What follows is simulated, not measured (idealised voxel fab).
process module | voxel gate over fins
cross-section cut | 275 nm wide | cells 5 nm
A cross-section is a grid of square cells, given in bands from the top down. A band is one or more rows of cells.
Each band's line starts with the height of the band's top and of its bottom, in nm. Then come its materials from left to right, each with its width in nm. One material with "throughout" fills the band from edge to edge. "air" is empty space.
Height 0 is the level under which the wafer as received is all one material. The lowest band goes on downwards, as in "0 down".
A width such as "30 to 40" changes by the same amount from each row of cells to the next, from the band's top row to its bottom row.
"no change" after a step means that no cell of the cross-section changed.
closed voids: empty space of 8 cells or more with no open way to the top, each as width x height at its distance from the left edge, in nm
after a step's settings: what the simulator itself notes on the step
overlay nm, on a step with a mask: how far to the right of its planned place the mask lay; to the left if negative
plan
1 op RECEIVE | material Si
2 op CONFORMAL_DEP | material SiN | thk nm 10
3 op MASKED_ETCH | tone cover | mask id FINS | width nm 15 | pitch nm 40 | etch materials SiN | depth nm 10 | overlay nm 0
4 op MASKED_ETCH | tone cover | mask id FINS | width nm 15 | pitch nm 40 | etch materials Si | depth nm 30 | overlay nm 0
5 op OXIDIZE | depth nm 5
6 op FILL_DEP | material SiO2 | thk nm 10
7 op CMP | height nm 10
8 op SELECTIVE_ETCH | etch materials SiO2 | depth nm 25
9 op STRIP | etch materials SiN
10 op CONFORMAL_DEP | material HfO2 | thk nm 5
11 op CONFORMAL_DEP | material TiN | thk nm 5
12 op FILL_DEP | material W | thk nm 10
13 op CMP | height nm 15
14 op CONFORMAL_DEP | material SiCN | thk nm 10
as received, after step 1
  0 down: Si throughout
  closed voids: none
first wafer at the end, as planned
  25 to 15: SiCN throughout
  15 to 10: W throughout
  10 to 5: W 105 | TiN 25 | W 15 | TiN 25 | W 105
  5 to 0: W 105 | TiN 5 | HfO2 15 | TiN 5 | W 15 | TiN 5 | HfO2 15 | TiN 5 | W 105
  0 to -5: W 105 | TiN 5 | HfO2 5 | Si 5 | HfO2 5 | TiN 5 | W 15 | TiN 5 | HfO2 5 | Si 5 | HfO2 5 | TiN 5 | W 105
  -5 to -10: TiN 110 | HfO2 5 | Si 5 | HfO2 5 | TiN 25 | HfO2 5 | Si 5 | HfO2 5 | TiN 110
  -10 to -15: HfO2 115 | Si 5 | HfO2 35 | Si 5 | HfO2 115
  -15 to -35: SiO2 115 | Si 5 | SiO2 35 | Si 5 | SiO2 115
  -35 down: Si throughout
  closed voids: none
second wafer at the end: like start, like plan, one mistake
  25 to 15: HfO2 throughout
  15 to 10: W throughout
  10 to 5: W 105 | TiN 25 | W 15 | TiN 25 | W 105
  5 to 0: W 105 | TiN 5 | HfO2 15 | TiN 5 | W 15 | TiN 5 | HfO2 15 | TiN 5 | W 105
  0 to -5: W 105 | TiN 5 | HfO2 5 | Si 5 | HfO2 5 | TiN 5 | W 15 | TiN 5 | HfO2 5 | Si 5 | HfO2 5 | TiN 5 | W 105
  -5 to -10: TiN 110 | HfO2 5 | Si 5 | HfO2 5 | TiN 25 | HfO2 5 | Si 5 | HfO2 5 | TiN 110
  -10 to -15: HfO2 115 | Si 5 | HfO2 35 | Si 5 | HfO2 115
  -15 to -35: SiO2 115 | Si 5 | SiO2 35 | Si 5 | SiO2 115
  -35 down: Si throughout
  closed voids: none
what went wrong: step 14 ran as: op CONFORMAL_DEP | material HfO2 | thk nm 10
at the end the second wafer has, in cells: 110 more of HfO2 | 110 fewer of SiCN
